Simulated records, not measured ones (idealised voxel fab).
process module | voxel self aligned contacts
cross-section cut | 260 nm wide | cells 5 nm
A cross-section is a grid of square cells, given in bands from the top down. A band is one or more rows of cells.
Each band's line starts with the height of the band's top and of its bottom, in nm. Then come its materials from left to right, each with its width in nm. One material with "throughout" fills the band from edge to edge. "air" is empty space.
Height 0 is the level under which the wafer as received is all one material. The lowest band goes on downwards, as in "0 down".
A width such as "30 to 40" changes by the same amount from each row of cells to the next, from the band's top row to its bottom row.
"no change" after a step means that no cell of the cross-section changed.
closed voids: empty space of 8 cells or more with no open way to the top, each as width x height at its distance from the left edge, in nm
after a step's settings: what the simulator itself notes on the step
overlay nm, on a step with a mask: how far to the right of its planned place the mask lay; to the left if negative
plan
1 op RECEIVE | material Si
2 op OXIDIZE | depth nm 5
3 op DIRECTIONAL_DEP | material polySi | thk nm 20
4 op DIRECTIONAL_DEP | material SiN | thk nm 20
5 op PATTERN | tone cover | mask id GATE | material resist | width nm 35 | pitch nm 60 | thk nm 15 | overlay nm 0
6 op DIRECTIONAL_ETCH | etch materials SiN | depth nm 20
7 op DIRECTIONAL_ETCH | etch materials polySi | depth nm 10
8 op STRIP | etch materials resist
9 op CONFORMAL_DEP | material SiN | thk nm 5
10 op DIRECTIONAL_ETCH | etch materials SiN | depth nm 5
11 op FILL_DEP | material SiO2 | thk nm 15
12 op CMP | height nm 45
13 op PATTERN | tone open | mask id CONTACT | material resist | width nm 45 | thk nm 15 | overlay nm 0
14 op DIRECTIONAL_ETCH | etch materials SiO2 | depth nm 50
15 op STRIP | etch materials resist
16 op CONFORMAL_DEP | material TiN | thk nm 5
17 op FILL_DEP | material Ru | thk nm 5
18 op CMP | height nm 45
19 op CONFORMAL_DEP | material SiCN | thk nm 5
varied across the wafers: depth nm of step 7. The plan shows the first wafer's value. All wafers start alike
first wafer as received, after step 1
  0 down: Si throughout
  closed voids: none
each wafer at the end: cells of each material gained (+) or lost (-) since it was received, then its closed voids
depth nm 10 | +6 Ru | -52 Si | +52 SiCN | +80 SiN | +281 SiO2 | +21 TiN | +132 polySi | closed voids: none
depth nm 15 | +7 Ru | -52 Si | +52 SiCN | +84 SiN | +312 SiO2 | +23 TiN | +94 polySi | closed voids: none
depth nm 20 | +9 Ru | -52 Si | +52 SiCN | +88 SiN | +340 SiO2 | +27 TiN | +56 polySi | closed voids: none
depth nm 25 | +9 Ru | -52 Si | +52 SiCN | +88 SiN | +340 SiO2 | +27 TiN | +56 polySi | closed voids: none
depth nm 30 | +9 Ru | -52 Si | +52 SiCN | +88 SiN | +340 SiO2 | +27 TiN | +56 polySi | closed voids: none
depth nm 35 | +9 Ru | -52 Si | +52 SiCN | +88 SiN | +340 SiO2 | +27 TiN | +56 polySi | closed voids: none
